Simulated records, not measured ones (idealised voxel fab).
Process module heading - voxel gate over fins
Each square cell in cross-section cut measures 5 nm, and the section as a whole is 250 nm wide.
In what follows, cross-sections appear as grids of square cells, described through bands that run from the top down, where every band is one or more rows of cells.
First you get the band's top height and its bottom height, in nm, and then the materials it's made of, left to right, with each width in nm. If you see a single material with "full width", that one covers the band edge to edge. "empty" is empty space.
Measure heights from 0. That's the level where, below it, the as-received wafer is all one material. The lowest band is bottomless and extends downward; write it as in "z 0 and below".
So if you see something like "30->40" for the width, read it as the top row of the band sitting at the first number and the bottom row at the second, with every row in between moving by the same amount as the last.
"no alteration" after a step means that no cell of the cross-section changed.
Enclosed void list: empty space of 8 cells or more with no open way to the top, each as width x height at its distance from the left edge, in nm
Anything after a step's settings on that line? It's the simulator's own note about the step.
overlay nm, on a step with a mask: how far to the right of its planned place the mask lay; to the left if negative

[Listed below are the process steps as planned]
| 1 | RECEIVE: material Si |
| 2 | CONFORMAL_DEP: material SiN, thk nm 5 |
| 3 | PATTERN: tone cover, mask id FINS, material resist, width nm 15, pitch nm 35, thk nm 15, overlay nm 0 |
| 4 | DIRECTIONAL_ETCH: etch materials SiN, depth nm 5 |
| 5 | DIRECTIONAL_ETCH: etch materials Si, depth nm 40 |
| 6 | STRIP: etch materials resist |
| 7 | FILL_DEP: material SiO2, thk nm 15 |
| 8 | CMP: height nm 5 |
| 9 | SELECTIVE_ETCH: etch materials SiO2, depth nm 15 |
| 10 | STRIP: etch materials SiN |
| 11 | CONFORMAL_DEP: material HfO2, thk nm 5 |
| 12 | CONFORMAL_DEP: material TiN, thk nm 5 |
| 13 | FILL_DEP: material W, thk nm 10 |
| 14 | CMP: height nm 15 |
| 15 | CONFORMAL_DEP: material SiCN, thk nm 5 |

[The first of two wafers, run as planned]

[Cross-section, incoming material, after step 1]
> z 0 and below  Si full width
> Enclosed void list: none

[Wafer section view after processing step 2]
> z 5 to 0  SiN full width
> below 0: unchanged

[Wafer section view after processing step 3]
> z 20 to 5  80 of empty / 15 of resist / 20 of empty / 15 of resist / 20 of empty / 15 of resist / 85 of empty
> below 5: unchanged

[Wafer section view after processing step 4]
> z 20 to 5  80 of empty / 15 of resist / 20 of empty / 15 of resist / 20 of empty / 15 of resist / 85 of empty
> z 5 to 0  80 of empty / 15 of SiN / 20 of empty / 15 of SiN / 20 of empty / 15 of SiN / 85 of empty
> below 0: unchanged

[Wafer section view after processing step 5]
> z 20 to 5  80 of empty / 15 of resist / 20 of empty / 15 of resist / 20 of empty / 15 of resist / 85 of empty
> z 5 to 0  80 of empty / 15 of SiN / 20 of empty / 15 of SiN / 20 of empty / 15 of SiN / 85 of empty
> z 0 to -40  80 of empty / 15 of Si / 20 of empty / 15 of Si / 20 of empty / 15 of Si / 85 of empty
> below -40: unchanged

[Wafer section view after processing step 6]
> z 5 to 0  80 of empty / 15 of SiN / 20 of empty / 15 of SiN / 20 of empty / 15 of SiN / 85 of empty
> below 0: unchanged

[Wafer section view after processing step 7]
> z 20 to 5  SiO2 full width
> z 5 to 0  80 of SiO2 / 15 of SiN / 20 of SiO2 / 15 of SiN / 20 of SiO2 / 15 of SiN / 85 of SiO2
> z 0 to -40  80 of SiO2 / 15 of Si / 20 of SiO2 / 15 of Si / 20 of SiO2 / 15 of Si / 85 of SiO2
> below -40: unchanged

[Wafer section view after processing step 8]
> z 5 to 0  80 of SiO2 / 15 of SiN / 20 of SiO2 / 15 of SiN / 20 of SiO2 / 15 of SiN / 85 of SiO2
> below 0: unchanged

[Wafer section view after processing step 9]
> z 5 to 0  80 of empty / 15 of SiN / 20 of empty / 15 of SiN / 20 of empty / 15 of SiN / 85 of empty
> z 0 to -10  80 of empty / 15 of Si / 20 of empty / 15 of Si / 20 of empty / 15 of Si / 85 of empty
> below -10: unchanged

[Wafer section view after processing step 10]
> z 0 to -10  80 of empty / 15 of Si / 20 of empty / 15 of Si / 20 of empty / 15 of Si / 85 of empty
> below -10: unchanged

[Wafer section view after processing step 11]
> z 5 to 0  75 of empty / 25 of HfO2 / 10 of empty / 25 of HfO2 / 10 of empty / 25 of HfO2 / 80 of empty
> z 0 to -5  75 of empty / 5 of HfO2 / 15 of Si / 5 of HfO2 / 10 of empty / 5 of HfO2 / 15 of Si / 5 of HfO2 / 10 of empty / 5 of HfO2 / 15 of Si / 5 of HfO2 / 80 of empty
> z -5 to -10  80 of HfO2 / 15 of Si / 20 of HfO2 / 15 of Si / 20 of HfO2 / 15 of Si / 85 of HfO2
> below -10: unchanged

[Wafer section view after processing step 12]
> z 10 to 5  70 of empty / 105 of TiN / 75 of empty
> z 5 to 0  70 of empty / 5 of TiN / 25 of HfO2 / 10 of TiN / 25 of HfO2 / 10 of TiN / 25 of HfO2 / 5 of TiN / 75 of empty
> z 0 to -5  75 of TiN / 5 of HfO2 / 15 of Si / 5 of HfO2 / 10 of TiN / 5 of HfO2 / 15 of Si / 5 of HfO2 / 10 of TiN / 5 of HfO2 / 15 of Si / 5 of HfO2 / 80 of TiN
> below -5: unchanged

[Wafer section view after processing step 13]
> z 20 to 10  W full width
> z 10 to 5  70 of W / 105 of TiN / 75 of W
> z 5 to 0  70 of W / 5 of TiN / 25 of HfO2 / 10 of TiN / 25 of HfO2 / 10 of TiN / 25 of HfO2 / 5 of TiN / 75 of W
> below 0: unchanged

[Wafer section view after processing step 14]
> z 15 to 10  W full width
> below 10: unchanged

[Wafer section view after processing step 15]
> z 20 to 15  SiCN full width
> below 15: unchanged

[Wafer two. Same start, same plan, one slip in execution. Same as wafer one through step 2, inclusive]

[Cross-section of the second wafer at the time step 3 of the plan should have ended]
> z 20 to 5  85 of empty / 15 of resist / 20 of empty / 15 of resist / 20 of empty / 15 of resist / 80 of empty
> below 5: unchanged

[Cross-section of the second wafer at the time step 4 of the plan should have ended]
> z 20 to 5  85 of empty / 15 of resist / 20 of empty / 15 of resist / 20 of empty / 15 of resist / 80 of empty
> z 5 to 0  85 of empty / 15 of SiN / 20 of empty / 15 of SiN / 20 of empty / 15 of SiN / 80 of empty
> below 0: unchanged

[Cross-section of the second wafer at the time step 5 of the plan should have ended]
> z 20 to 5  85 of empty / 15 of resist / 20 of empty / 15 of resist / 20 of empty / 15 of resist / 80 of empty
> z 5 to 0  85 of empty / 15 of SiN / 20 of empty / 15 of SiN / 20 of empty / 15 of SiN / 80 of empty
> z 0 to -40  85 of empty / 15 of Si / 20 of empty / 15 of Si / 20 of empty / 15 of Si / 80 of empty
> below -40: unchanged

[Cross-section of the second wafer at the time step 6 of the plan should have ended]
> z 5 to 0  85 of empty / 15 of SiN / 20 of empty / 15 of SiN / 20 of empty / 15 of SiN / 80 of empty
> below 0: unchanged

[Cross-section of the second wafer at the time step 7 of the plan should have ended]
> z 20 to 5  SiO2 full width
> z 5 to 0  85 of SiO2 / 15 of SiN / 20 of SiO2 / 15 of SiN / 20 of SiO2 / 15 of SiN / 80 of SiO2
> z 0 to -40  85 of SiO2 / 15 of Si / 20 of SiO2 / 15 of Si / 20 of SiO2 / 15 of Si / 80 of SiO2
> below -40: unchanged

[Cross-section of the second wafer at the time step 8 of the plan should have ended]
> z 5 to 0  85 of SiO2 / 15 of SiN / 20 of SiO2 / 15 of SiN / 20 of SiO2 / 15 of SiN / 80 of SiO2
> below 0: unchanged

[Cross-section of the second wafer at the time step 9 of the plan should have ended]
> z 5 to 0  85 of empty / 15 of SiN / 20 of empty / 15 of SiN / 20 of empty / 15 of SiN / 80 of empty
> z 0 to -10  85 of empty / 15 of Si / 20 of empty / 15 of Si / 20 of empty / 15 of Si / 80 of empty
> below -10: unchanged

[Cross-section of the second wafer at the time step 10 of the plan should have ended]
> z 0 to -10  85 of empty / 15 of Si / 20 of empty / 15 of Si / 20 of empty / 15 of Si / 80 of empty
> below -10: unchanged

[Cross-section of the second wafer at the time step 11 of the plan should have ended]
> z 5 to 0  80 of empty / 25 of HfO2 / 10 of empty / 25 of HfO2 / 10 of empty / 25 of HfO2 / 75 of empty
> z 0 to -5  80 of empty / 5 of HfO2 / 15 of Si / 5 of HfO2 / 10 of empty / 5 of HfO2 / 15 of Si / 5 of HfO2 / 10 of empty / 5 of HfO2 / 15 of Si / 5 of HfO2 / 75 of empty
> z -5 to -10  85 of HfO2 / 15 of Si / 20 of HfO2 / 15 of Si / 20 of HfO2 / 15 of Si / 80 of HfO2
> below -10: unchanged

[Cross-section of the second wafer at the time step 12 of the plan should have ended]
> z 10 to 5  75 of empty / 105 of TiN / 70 of empty
> z 5 to 0  75 of empty / 5 of TiN / 25 of HfO2 / 10 of TiN / 25 of HfO2 / 10 of TiN / 25 of HfO2 / 5 of TiN / 70 of empty
> z 0 to -5  80 of TiN / 5 of HfO2 / 15 of Si / 5 of HfO2 / 10 of TiN / 5 of HfO2 / 15 of Si / 5 of HfO2 / 10 of TiN / 5 of HfO2 / 15 of Si / 5 of HfO2 / 75 of TiN
> below -5: unchanged

[Cross-section of the second wafer at the time step 13 of the plan should have ended]
> z 20 to 10  W full width
> z 10 to 5  75 of W / 105 of TiN / 70 of W
> z 5 to 0  75 of W / 5 of TiN / 25 of HfO2 / 10 of TiN / 25 of HfO2 / 10 of TiN / 25 of HfO2 / 5 of TiN / 70 of W
> below 0: unchanged

[Cross-section of the second wafer at the time step 14 of the plan should have ended]
> z 15 to 10  W full width
> below 10: unchanged

[Cross-section of the second wafer at the time step 15 of the plan should have ended]
> z 20 to 15  SiCN full width
> below 15: unchanged
The mistake made against the process plan was this: heads up, step 3 didn't go per plan, it actually ran as PATTERN: tone cover, mask id FINS, material resist, width nm 15, pitch nm 35, thk nm 15, overlay nm 5
Same inventory, different map: at the end, the second wafer holds as many cells of each material as the first, placed elsewhere.
